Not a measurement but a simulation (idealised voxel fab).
voxel ribs on slabs: a process module
In the cross-section labelled cut, the width is 215 nm and each square cell is 5 nm.
If you're reading a cross-section in this doc, picture square cells in a grid; it comes to you as bands, top ones listed first down to the bottom, and a band can be one or more rows of cells.
Heights first: top, then bottom, in nm. Then materials, left to right, each with a width in nm. "edge to edge" on a single material: fills the band edge to edge. "blank": empty space.
Heads up on the height convention: 0 is the point under which the incoming wafer is all one material, and the lowest band has no bottom, it just keeps going down, like "0 down".
With a width like "30->40", each row of cells in the band differs from the next by the same amount, the top row carrying the first number and the bottom row the second.
The designation "nothing different", where it is given for a processing step, indicates that no cell of the cross-section was altered in the course of that step.
Closed empty spaces (no open way to the top) of 8 cells or more are what "Sealed void inventory" lists, each as width x height at distance from the left edge, nm for all three.
On each step's line, the part that comes after the settings is the simulator's own comment on the step.
Steps that use a mask can have "overlay nm" on their line. It says how far the mask sat to the right of where it was meant to be. Negative means to the left.
List of planned process steps
step 1: RECEIVE [material Si]
step 2: DIRECTIONAL_DEP [material SiO2] [thk nm 30]
step 3: DIRECTIONAL_DEP [material polySi] [thk nm 25]
step 4: DIRECTIONAL_DEP [material aC] [thk nm 15]
step 5: PATTERN [tone cover] [mask id RIB] [material resist] [width nm 15] [thk nm 35] [overlay nm 0]
step 6: DIRECTIONAL_ETCH [etch materials aC] [depth nm 15]
step 7: STRIP [etch materials resist]
step 8: DIRECTIONAL_ETCH [etch materials polySi] [depth nm 20]
step 9: STRIP [etch materials aC]
step 10: DIRECTIONAL_DEP [material aC] [thk nm 10]
step 11: PATTERN [tone cover] [mask id SLAB] [material resist] [width nm 55] [thk nm 30] [overlay nm 0]
step 12: DIRECTIONAL_ETCH [etch materials aC] [depth nm 10]
step 13: STRIP [etch materials resist]
step 14: DIRECTIONAL_ETCH [etch materials polySi] [depth nm 5]
step 15: STRIP [etch materials aC]
step 16: FILL_DEP [material SiO2] [thk nm 25]
step 17: CMP [height nm 70]
step 18: DIRECTIONAL_DEP [material W] [thk nm 5]
step 19: MASKED_ETCH [tone cover] [mask id HEATER] [width nm 25] [etch materials W] [depth nm 5] [overlay nm 0]
step 20: CONFORMAL_DEP [material SiN] [thk nm 5]
So this is the incoming wafer in cross-section - it's already been through step 1
  0 down: Si edge to edge
  Sealed void inventory: none
Same starting wafer, same plan as above, one mistake in the execution; this is the cross-section at the end of the module
  80 to 75: 90 nm blank / 35 nm SiN / 90 nm blank
  75 to 70: 95 nm SiN / 25 nm W / 95 nm SiN
  70 to 60: 100 nm SiO2 / 15 nm polySi / 100 nm SiO2
  60 to 55: 80 nm SiO2 / 55 nm polySi / 80 nm SiO2
  55 to 30: polySi edge to edge
  30 to 0: SiO2 edge to edge
  0 down: Si edge to edge
  Sealed void inventory: none
Which mistake was made when the wafer was run? step 3 of the plan was twice carried out
